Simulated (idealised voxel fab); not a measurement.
Module name: voxel released beams (process module)
FYI the section here is cut, 160 nm wide, cells are 5 nm squares.
If you're reading a cross-section in this doc, picture square cells in a grid; it comes to you as bands, top ones listed first down to the bottom, and a band can be one or more rows of cells.
Heads up on the band format: heights come first, top then bottom, in nm. After that it's the materials left to right, each with its width in nm. A single material flagged "throughout" fills the whole band edge to edge, and "blank" means there's empty space there.
Height is counted from the level 0, under which the received wafer is composed throughout of one material. The lowest of the bands is not closed at the bottom but continues downward, in the notation "0 and below".
Quick explanation for "30 to 40": the width changes in equal steps down the rows of cells, from the first number in the band's top row to the second number in its bottom row.
You'll sometimes find "changes: none" written for a step, and that's the way of saying that nowhere in the cross-section did a cell change during that step.
Each empty space that has no open way to the top and spans at least 8 cells appears under "Enclosed void listing" as width x height at distance, the distance counted from the left edge, all in nm.
Step line, after settings: the simulator's comment on this step.
A step's line can hold "overlay nm"; with a mask on that step, the setting says how far right of the planned place the mask lay, while a negative setting says it lay to the left.

[The process steps that were planned are listed below]
1 RECEIVE: material Si
2 CONFORMAL_DEP: material SiN, thk nm 5
3 DIRECTIONAL_DEP: material SiO2, thk nm 15
4 DIRECTIONAL_DEP: material aC, thk nm 15
5 PATTERN: tone open, mask id ANCHOR, material resist, width nm 35, thk nm 35, overlay nm 0
6 DIRECTIONAL_ETCH: etch materials aC, depth nm 15
7 STRIP: etch materials resist
8 DIRECTIONAL_ETCH: etch materials SiO2, depth nm 15
9 STRIP: etch materials aC
10 CONFORMAL_DEP: material W, thk nm 15
11 PATTERN: tone cover, mask id BEAM, material resist, width nm 110, thk nm 15, overlay nm 0
12 DIRECTIONAL_ETCH: etch materials W, depth nm 15
13 STRIP: etch materials resist
14 STRIP: etch materials SiO2

[Cross-section of the wafer as it came to us, i.e., already through step 1]
	0 and below | Si throughout
	Enclosed void listing: none

[The module was run from the start shown above using the plan shown above, but one mistake was made doing it; the resulting wafer cross-section is below]
	35 down to 20 | blank: 20 | W: 30 | blank: 5 | W: 75 | blank: 30
	20 down to 5 | blank: 35 | W: 35 | blank: 90
	5 down to 0 | SiN throughout
	0 and below | Si throughout
	Enclosed void listing: none
Finding, execution versus plan: heads up, step 5 didn't go per plan, it actually ran as PATTERN: tone open, mask id ANCHOR, material resist, width nm 35, thk nm 35, overlay nm 10
